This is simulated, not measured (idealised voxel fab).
process module | voxel tone inversion
Cross-sectional view cut (width: 295 nm; square cell size: 5 nm).
Throughout this document, each cross-section is represented as a grid of square cells and is presented as a sequence of bands enumerated from the top downward, where a band comprises one or more rows of cells.
What a band's entry tells you: where the top is and where the bottom is, as heights in nm, and after that what lies inside, material by material from left to right, each with its width in nm. Empty space is written as the word "empty", and a single material marked with the word "throughout" occupies the band from edge to edge.
We count height from 0. Below that, the starting wafer is all one material. The lowest band never ends at the bottom but goes on down; see "0..down" for how that is written.
Quick explanation for "30 to 40": the width changes in equal steps down the rows of cells, from the first number in the band's top row to the second number in its bottom row.
What does "nothing altered" mean for a step? It means no cell of the cross-section changed in that step.
Empty spaces counting at least 8 cells and having no open way to the top are listed in "Completely sealed voids". The notation width x height at distance is used for each, the distance being from the left edge and all three values in nm.
The remark found on a step's line after its settings is issued by the simulator itself and pertains to that step.
overlay nm: on a step with a mask, how far right of its planned place the mask lay; negative means left.
-- Process steps (planned)
| 1 | RECEIVE, material Si |
| 2 | CONFORMAL_DEP, material SiCN, thk nm 5 |
| 3 | DIRECTIONAL_DEP, material aC, thk nm 25 |
| 4 | PATTERN, tone cover, mask id POSTS, material resist, width nm 15, pitch nm 45, thk nm 35, overlay nm 0 |
| 5 | DIRECTIONAL_ETCH, etch materials aC, depth nm 25 |
| 6 | STRIP, etch materials resist |
| 7 | FILL_DEP, material SiO2, thk nm 5 |
| 8 | CMP, height nm 30 |
| 9 | STRIP, etch materials aC |
-- Step 1 complete: cross-section of the wafer as received
    0..down  Si throughout
    Completely sealed voids: none
-- Post-module cross-section of the first of two wafers (run per plan)
    30..5  95 of SiO2 | 15 of empty | 30 of SiO2 | 15 of empty | 30 of SiO2 | 15 of empty | 95 of SiO2
    5..0  SiCN throughout
    0..down  Si throughout
    Completely sealed voids: none
-- End of module, second wafer, cross-section. Started like the first, planned like the first, run with one mistake
    30..5  105 of SiO2 | 15 of empty | 30 of SiO2 | 15 of empty | 30 of SiO2 | 15 of empty | 85 of SiO2
    5..0  SiCN throughout
    0..down  Si throughout
    Completely sealed voids: none
Plan not followed: contrary to plan, step 4 was performed as PATTERN, tone cover, mask id POSTS, material resist, width nm 15, pitch nm 45, thk nm 35, overlay nm 10
Tallied in cells, the final second wafer holds each material in the same quantity as the first, although not at the same places.
